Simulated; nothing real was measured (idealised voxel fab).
Documented hereafter: the process module known as voxel self aligned contacts.
Square cell edge 5 nm, section width 175 nm, ID cut.
How to read a cross-section here: the picture is a grid of square cells, written as bands going from the top down, and any band can span one or more rows of cells. Each band's line starts with the height of the band's top and of its bottom, in nm. Then come its materials from left to right, each with its width in nm. One material with "edge to edge" fills the band from edge to edge. "empty" is empty space. Heights from 0 (as-received wafer is one material below). Bottom band endless downward, as "top 0, no bottom". A two-number width, for instance "30 to 40", indicates that the width is equal to the first number in the top row of the band and to the second number in the bottom row, and that it changes by a constant amount per row of cells. "same as before" after a step means that no cell of the cross-section changed. In the "Trapped voids" entry, you get each enclosed empty space of 8 cells or more, one with no open way to the top, written width x height at distance, distance from the left edge, in nm. The remark found on a step's line after its settings is issued by the simulator itself and pertains to that step. A step's line can hold "overlay nm"; with a mask on that step, the setting says how far right of the planned place the mask lay, while a negative setting says it lay to the left.
THE STEPS PLANNED FOR THE PROCESS ARE AS FOLLOWS
- 1: RECEIVE [material Si]
- 2: CONFORMAL_DEP [material SiO2] [thk nm 5]
- 3: DIRECTIONAL_DEP [material polySi] [thk nm 20]
- 4: DIRECTIONAL_DEP [material SiN] [thk nm 15]
- 5: MASKED_ETCH [tone cover] [mask id GATE] [width nm 25] [pitch nm 60] [etch materials SiN] [depth nm 15] [overlay nm 0]
- 6: MASKED_ETCH [tone cover] [mask id GATE] [width nm 25] [pitch nm 60] [etch materials polySi] [depth nm 20] [overlay nm 0]
- 7: CONFORMAL_DEP [material SiN] [thk nm 5]
- 8: DIRECTIONAL_ETCH [etch materials SiN] [depth nm 5]
- 9: FILL_DEP [material SiO2] [thk nm 10]
- 10: CMP [height nm 45]
- 11: PATTERN [tone open] [mask id CONTACT] [material resist] [width nm 45] [pitch nm 60] [thk nm 20] [overlay nm 0]
- 12: DIRECTIONAL_ETCH [etch materials SiO2] [depth nm 45]
- 13: STRIP [etch materials resist]
- 14: CONFORMAL_DEP [material TiN] [thk nm 5]
- 15: FILL_DEP [material Ru] [thk nm 5]
- 16: CMP [height nm 45]
- 17: CONFORMAL_DEP [material SiCN] [thk nm 5]
INCOMING WAFER IN CROSS-SECTION (STATE: AFTER STEP 1)
top 0, no bottom | Si edge to edge
Trapped voids: none
THE FIRST OF THE TWO WAFERS AS SEEN IN CROSS-SECTION ONCE THE MODULE WAS FINISHED; PROCESSING FOLLOWED THE PLAN
top 50, bottom 45 | SiCN edge to edge
top 45, bottom 40 | 35 nm SiO2, 15 nm TiN, 15 nm Ru, 15 nm TiN, 15 nm SiO2, 15 nm TiN, 15 nm Ru, 15 nm TiN, 35 nm SiO2
top 40, bottom 25 | 10 nm SiO2, 35 nm SiN, 5 nm TiN, 15 nm Ru, 5 nm TiN, 35 nm SiN, 5 nm TiN, 15 nm Ru, 5 nm TiN, 35 nm SiN, 10 nm SiO2
top 25, bottom 5 | 10 nm SiO2, 5 nm SiN, 25 nm polySi, 5 nm SiN, 5 nm TiN, 15 nm Ru, 5 nm TiN, 5 nm SiN, 25 nm polySi, 5 nm SiN, 5 nm TiN, 15 nm Ru, 5 nm TiN, 5 nm SiN, 25 nm polySi, 5 nm SiN, 10 nm SiO2
top 5, bottom 0 | 45 nm SiO2, 25 nm TiN, 35 nm SiO2, 25 nm TiN, 45 nm SiO2
top 0, no bottom | Si edge to edge
Trapped voids: none
HERE'S THE SECOND OF OUR TWO WAFERS SECTIONED AT MODULE END. SAME START AS THE FIRST, SAME PLAN, BUT ONE MISTAKE GOT MADE RUNNING IT
top 50, bottom 45 | SiCN edge to edge
top 45, bottom 40 | 35 nm SiO2, 15 nm TiN, 20 nm Ru, 10 nm TiN, 15 nm SiO2, 15 nm TiN, 20 nm Ru, 10 nm TiN, 35 nm SiO2
top 40, bottom 30 | 15 nm SiO2, 30 nm SiN, 5 nm TiN, 20 nm Ru, 5 nm TiN, 30 nm SiN, 5 nm TiN, 20 nm Ru, 5 nm TiN, 30 nm SiN, 10 nm SiO2
top 30, bottom 25 | 15 nm SiO2, 30 nm SiN, 5 nm TiN, 15 nm Ru, 10 nm TiN, 30 nm SiN, 5 nm TiN, 15 nm Ru, 10 nm TiN, 30 nm SiN, 10 nm SiO2
top 25, bottom 5 | 10 nm SiO2, 5 nm SiN, 25 nm polySi, 5 nm SiN, 5 nm TiN, 15 nm Ru, 5 nm TiN, 5 nm SiN, 25 nm polySi, 5 nm SiN, 5 nm TiN, 15 nm Ru, 5 nm TiN, 5 nm SiN, 25 nm polySi, 5 nm SiN, 10 nm SiO2
top 5, bottom 0 | 45 nm SiO2, 25 nm TiN, 35 nm SiO2, 25 nm TiN, 45 nm SiO2
top 0, no bottom | Si edge to edge
Trapped voids: none
Here's what went sideways: step 5 was processed under conditions differing from the plan, specifically as MASKED_ETCH [tone cover] [mask id GATE] [width nm 20] [pitch nm 60] [etch materials SiN] [depth nm 15] [overlay nm 0]
Final difference in cells, second wafer against first, listed per material as more or fewer: Ru: 6 more, SiN: 9 fewer, SiO2: 3 more
